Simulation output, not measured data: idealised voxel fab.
process module | voxel wiring stack
cross-section cut | 220 nm wide | cells 5 nm
A cross-section is a grid of square cells, given in bands from the top down. A band is one or more rows of cells.
Each band's line starts with the height of the band's top and of its bottom, in nm. Then come its materials from left to right, each with its width in nm. One material with "throughout" fills the band from edge to edge. "air" is empty space.
Height 0 is the level under which the wafer as received is all one material. The lowest band goes on downwards, as in "0 down".
A width such as "30 to 40" changes by the same amount from each row of cells to the next, from the band's top row to its bottom row.
"no change" after a step means that no cell of the cross-section changed.
closed voids: empty space of 8 cells or more with no open way to the top, each as width x height at its distance from the left edge, in nm
after a step's settings: what the simulator itself notes on the step
overlay nm, on a step with a mask: how far to the right of its planned place the mask lay; to the left if negative
plan
1 op RECEIVE | material Si
2 op CONFORMAL_DEP | material SiO2 | thk nm 15
3 op DIRECTIONAL_DEP | material TiN | thk nm 5
4 op DIRECTIONAL_DEP | material W | thk nm 15
5 op DIRECTIONAL_DEP | material aC | thk nm 10
6 op PATTERN | tone cover | mask id METAL_1 | material resist | width nm 25 | pitch nm 40 | thk nm 30 | overlay nm 0
7 op DIRECTIONAL_ETCH | etch materials aC | depth nm 10
8 op STRIP | etch materials resist
9 op DIRECTIONAL_ETCH | etch materials W | depth nm 15
10 op DIRECTIONAL_ETCH | etch materials TiN | depth nm 5
11 op STRIP | etch materials aC
12 op CONFORMAL_DEP | material SiCN | thk nm 5
13 op FILL_DEP | material SiO2 | thk nm 5
14 op CMP | height nm 35
15 op CONFORMAL_DEP | material SiCN | thk nm 5
16 op DIRECTIONAL_DEP | material SiO2 | thk nm 30
17 op DIRECTIONAL_DEP | material aC | thk nm 10
18 op PATTERN | tone open | mask id METAL_2 | material resist | width nm 25 | pitch nm 40 | thk nm 30 | overlay nm 0
19 op DIRECTIONAL_ETCH | etch materials aC | depth nm 10
20 op STRIP | etch materials resist
21 op DIRECTIONAL_ETCH | etch materials SiO2 | depth nm 15
22 op STRIP | etch materials aC
23 op MASKED_ETCH | tone open | mask id METAL_2_HOLES | width nm 15 | pitch nm 40 | etch materials SiO2 | depth nm 15 | overlay nm 0
24 op MASKED_ETCH | tone open | mask id METAL_2_HOLES | width nm 15 | pitch nm 40 | etch materials SiCN | depth nm 5 | overlay nm 0
25 op CONFORMAL_DEP | material TiN | thk nm 5
26 op FILL_DEP | material Cu | thk nm 10
27 op CMP | height nm 70
28 op CONFORMAL_DEP | material SiN | thk nm 5
as received, after step 1
  0 down: Si throughout
  closed voids: none
a wafer at the end: this start, this plan, one mistake
  75 to 70: SiN throughout
  70 to 60: Cu throughout
  60 to 55: TiN throughout
  55 to 40: SiO2 90 | TiN 10 | SiO2 30 | TiN 10 | SiO2 80
  40 to 35: SiCN throughout
  35 to 20: SiO2 70 | SiCN 5 | W 25 | SiCN 5 | SiO2 5 | SiCN 5 | W 25 | SiCN 5 | SiO2 75
  20 to 15: SiCN 75 | TiN 25 | SiCN 15 | TiN 25 | SiCN 80
  15 to 0: SiO2 throughout
  0 down: Si throughout
  closed voids: none
what went wrong: step 23 ran as: op MASKED_ETCH | tone cover | mask id METAL_2_HOLES | width nm 15 | pitch nm 40 | etch materials SiO2 | depth nm 15 | overlay nm 0
